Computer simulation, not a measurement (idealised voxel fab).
The following is a process module called voxel transistor to metal.
Shown is cross-section cut, with a width of 155 nm and square cells of size 5 nm.
How to read a cross-section here: the picture is a grid of square cells, written as bands going from the top down, and any band can span one or more rows of cells. It is stipulated that each band's entry specify, in nanometres, the height of the top of the band and then that of its bottom, followed by the materials of the band in left-to-right sequence, each together with its width in nanometres. A single material marked by the word "throughout" is understood to fill the band from edge to edge; the word "empty" is understood to denote empty space. Heights are expressed relative to 0, this being the level below which the as-received wafer comprises one material exclusively. The lowest band is unbounded in the downward direction and is denoted as in "0..down". With a width like "30 to 40", each row of cells in the band differs from the next by the same amount, the top row carrying the first number and the bottom row the second. A step reported as "remained unchanged" is a step in which no cell of the cross-section changed. For the entry "Closed void list", the listed items are empty spaces with no open way to the top whose size is 8 cells or more; each item follows the pattern width x height at distance, where distance is from the left edge and all three are in nm. Step line, after settings: the simulator's comment on this step. A step line may carry the setting "overlay nm", which, for steps involving a mask, states the distance by which the mask lay to the right of its intended position; negative values denote displacement to the left.
-- These are the steps we planned for the process
- 1: RECEIVE,material Si
- 2: OXIDIZE,depth nm 5
- 3: CONFORMAL_DEP,material SiN,thk nm 10
- 4: PATTERN,tone cover,mask id ACTIVE,material resist,width nm 110,thk nm 15,overlay nm 0
- 5: DIRECTIONAL_ETCH,etch materials SiN,depth nm 10
- 6: DIRECTIONAL_ETCH,etch materials SiO2,depth nm 5
- 7: DIRECTIONAL_ETCH,etch materials Si,depth nm 20
- 8: STRIP,etch materials resist
- 9: OXIDIZE,depth nm 5
- 10: FILL_DEP,material SiO2,thk nm 5
- 11: CMP,height nm 10
- 12: SELECTIVE_ETCH,etch materials SiO2,depth nm 5
- 13: STRIP,etch materials SiN
- 14: SELECTIVE_ETCH,etch materials SiO2,depth nm 5
- 15: OXIDIZE,depth nm 5
- 16: DIRECTIONAL_DEP,material polySi,thk nm 25
- 17: DIRECTIONAL_DEP,material SiCN,thk nm 15
- 18: DIRECTIONAL_DEP,material aC,thk nm 10
- 19: PATTERN,tone cover,mask id GATE,material resist,width nm 30,thk nm 30,overlay nm 0
- 20: DIRECTIONAL_ETCH,etch materials aC,depth nm 10
- 21: STRIP,etch materials resist
- 22: DIRECTIONAL_ETCH,etch materials SiCN,depth nm 25
- 23: DIRECTIONAL_ETCH,etch materials polySi,depth nm 35
- 24: STRIP,etch materials aC
- 25: CONFORMAL_DEP,material SiO2,thk nm 5
- 26: DIRECTIONAL_ETCH,etch materials SiO2,depth nm 5
- 27: CONFORMAL_DEP,material SiN,thk nm 5
- 28: DIRECTIONAL_ETCH,etch materials SiN,depth nm 5
- 29: DIRECTIONAL_ETCH,etch materials SiO2,depth nm 5
- 30: DIRECTIONAL_ETCH,etch materials Si,depth nm 5
- 31: EPI,material pSi,thk nm 10
- 32: FILL_DEP,material SiO2,thk nm 5
- 33: CMP,height nm 20
- 34: STRIP,etch materials polySi
- 35: SELECTIVE_ETCH,etch materials SiO2,depth nm 5
- 36: CONFORMAL_DEP,material HfO2,thk nm 5
- 37: CONFORMAL_DEP,material TiN,thk nm 5
- 38: FILL_DEP,material W,thk nm 5
- 39: CMP,height nm 15
- 40: DIRECTIONAL_DEP,material SiO2,thk nm 10
- 41: PATTERN,tone open,mask id CONTACT,material resist,width nm 15,pitch nm 80,thk nm 20,overlay nm 0
- 42: DIRECTIONAL_ETCH,etch materials SiO2,depth nm 30
- 43: STRIP,etch materials resist
- 44: CONFORMAL_DEP,material TiN,thk nm 5
- 45: FILL_DEP,material W,thk nm 10
- 46: CMP,height nm 25
- 47: DIRECTIONAL_DEP,material TiN,thk nm 5
- 48: DIRECTIONAL_DEP,material W,thk nm 25
- 49: PATTERN,tone cover,mask id METAL_1,material resist,width nm 20,pitch nm 80,thk nm 20,overlay nm 0
- 50: DIRECTIONAL_ETCH,etch materials W,depth nm 25
- 51: DIRECTIONAL_ETCH,etch materials TiN,depth nm 5
- 52: STRIP,etch materials resist
- 53: CONFORMAL_DEP,material SiN,thk nm 5
- 54: FILL_DEP,material SiO2,thk nm 5
- 55: CMP,height nm 55
- 56: CONFORMAL_DEP,material SiCN,thk nm 5
- 57: DIRECTIONAL_DEP,material SiO2,thk nm 35
- 58: DIRECTIONAL_DEP,material aC,thk nm 10
- 59: PATTERN,tone open,mask id METAL_2,material resist,width nm 20,pitch nm 80,thk nm 30,overlay nm 0
- 60: DIRECTIONAL_ETCH,etch materials aC,depth nm 10
- 61: STRIP,etch materials resist
- 62: DIRECTIONAL_ETCH,etch materials SiO2,depth nm 20
- 63: STRIP,etch materials aC
- 64: DIRECTIONAL_DEP,material aC,thk nm 15
- 65: PATTERN,tone open,mask id METAL_2_HOLES,material resist,width nm 15,pitch nm 80,thk nm 30,overlay nm 0
- 66: DIRECTIONAL_ETCH,etch materials aC,depth nm 15
- 67: STRIP,etch materials resist
- 68: DIRECTIONAL_ETCH,etch materials SiO2,depth nm 15
- 69: DIRECTIONAL_ETCH,etch materials SiCN,depth nm 5
- 70: STRIP,etch materials aC
- 71: CONFORMAL_DEP,material TiN,thk nm 5
- 72: FILL_DEP,material Cu,thk nm 10
- 73: CMP,height nm 95
- 74: CONFORMAL_DEP,material SiCN,thk nm 5
Be aware that, although all wafers share a common starting state, the width nm at step 41 differs among them, and the plan displays the first wafer's value.
-- As received, i.e. after step 1: cross-section through the first of several wafers
- 0..down  Si throughout
- Closed void list: none
-- End of the module, past its last step, step 74: how the first of several wafers looks in cross-section
- 100..95  SiCN throughout
- 95..80  SiO2=25 / TiN=5 / Cu=10 / TiN=5 / SiO2=60 / TiN=5 / Cu=10 / TiN=5 / SiO2=30
- 80..75  SiO2=25 / TiN=5 / Cu=5 / TiN=10 / SiO2=60 / TiN=5 / Cu=5 / TiN=10 / SiO2=30
- 75..60  SiO2=25 / TiN=5 / Cu=5 / TiN=5 / SiO2=65 / TiN=5 / Cu=5 / TiN=5 / SiO2=35
- 60..55  SiCN=25 / TiN=15 / SiCN=65 / TiN=15 / SiCN=35
- 55..30  SiO2=20 / SiN=5 / W=20 / SiN=5 / SiO2=50 / SiN=5 / W=20 / SiN=5 / SiO2=25
- 30..25  SiN=25 / TiN=20 / SiN=60 / TiN=20 / SiN=30
- 25..15  SiO2=30 / TiN=5 / W=5 / TiN=5 / SiO2=65 / TiN=5 / W=5 / TiN=5 / SiO2=30
- 15..5  SiO2=30 / TiN=5 / W=5 / TiN=5 / SiO2=5 / SiN=5 / HfO2=5 / TiN=5 / W=20 / TiN=5 / HfO2=5 / SiN=5 / SiO2=10 / TiN=5 / W=5 / TiN=5 / SiO2=30
- 5..0  SiO2=30 / TiN=15 / SiO2=5 / SiN=5 / HfO2=5 / TiN=5 / W=20 / TiN=5 / HfO2=5 / SiN=5 / SiO2=10 / TiN=5 / W=5 / TiN=5 / SiO2=30
- 0..-5  SiO2=20 / SiN=5 / SiO2=5 / TiN=10 / pSi=10 / SiN=5 / HfO2=5 / TiN=30 / HfO2=5 / SiN=5 / pSi=10 / TiN=15 / SiN=5 / SiO2=25
- -5..-10  SiO2=25 / pSi=25 / SiO2=5 / HfO2=40 / SiO2=5 / pSi=25 / SiO2=30
- -10..-15  SiO2=25 / pSi=25 / Si=50 / pSi=25 / SiO2=30
- -15..-30  SiO2=25 / Si=100 / SiO2=30
- -30..down  Si throughout
- Closed void list: none
-- Wafer cross-section (last wafer, module end)
- 100..95  SiCN throughout
- 95..80  SiO2=25 / TiN=5 / Cu=10 / TiN=5 / SiO2=60 / TiN=5 / Cu=10 / TiN=5 / SiO2=30
- 80..75  SiO2=25 / TiN=5 / Cu=5 / TiN=10 / SiO2=60 / TiN=5 / Cu=5 / TiN=10 / SiO2=30
- 75..60  SiO2=25 / TiN=5 / Cu=5 / TiN=5 / SiO2=65 / TiN=5 / Cu=5 / TiN=5 / SiO2=35
- 60..55  SiCN=25 / TiN=15 / SiCN=65 / TiN=15 / SiCN=35
- 55..30  SiO2=20 / SiN=5 / W=20 / SiN=5 / SiO2=50 / SiN=5 / W=20 / SiN=5 / SiO2=25
- 30..25  SiN=25 / TiN=20 / SiN=60 / TiN=20 / SiN=30
- 25..15  SiO2=20 / TiN=5 / W=25 to 20 / TiN=5 to 10 / SiO2=45 / TiN=5 / W=25 / TiN=5 / SiO2=20
- 15..5  SiO2=20 / TiN=5 / W=20 / TiN=5 / SiN=5 / HfO2=5 / TiN=5 / W=20 / TiN=5 / HfO2=5 / SiN=5 / TiN=5 / W=25 / TiN=5 / SiO2=20
- 5..0  SiO2=20 / TiN=10 / W=5 / TiN=15 / SiN=5 / HfO2=5 / TiN=5 / W=20 / TiN=5 / HfO2=5 / SiN=5 / TiN=15 / W=5 / TiN=15 / SiO2=20
- 0..-5  SiO2=20 / SiN=5 / TiN=15 / pSi=10 / SiN=5 / HfO2=5 / TiN=30 / HfO2=5 / SiN=5 / pSi=10 / TiN=15 / SiN=5 / TiN=5 / SiO2=20
- -5..-10  SiO2=25 / pSi=25 / SiO2=5 / HfO2=40 / SiO2=5 / pSi=25 / SiO2=30
- -10..-15  SiO2=25 / pSi=25 / Si=50 / pSi=25 / SiO2=30
- -15..-30  SiO2=25 / Si=100 / SiO2=30
- -30..down  Si throughout
- Closed void list: none
-- Per wafer, end of module: cells gained (+) or lost (-) per material since receipt, then closed voids
width nm 15, +20 Cu, +16 HfO2, -116 Si, +56 SiCN, +53 SiN, +424 SiO2, +82 TiN, +61 W, +24 pSi, Closed void list: none
width nm 20, +20 Cu, +16 HfO2, -116 Si, +56 SiCN, +53 SiN, +413 SiO2, +84 TiN, +70 W, +24 pSi, Closed void list: none
width nm 25, +20 Cu, +16 HfO2, -116 Si, +56 SiCN, +53 SiN, +403 SiO2, +86 TiN, +78 W, +24 pSi, Closed void list: none
width nm 30, +20 Cu, +16 HfO2, -116 Si, +56 SiCN, +53 SiN, +393 SiO2, +88 TiN, +86 W, +24 pSi, Closed void list: none
width nm 35, +20 Cu, +16 HfO2, -116 Si, +56 SiCN, +53 SiN, +385 SiO2, +91 TiN, +91 W, +24 pSi, Closed void list: none
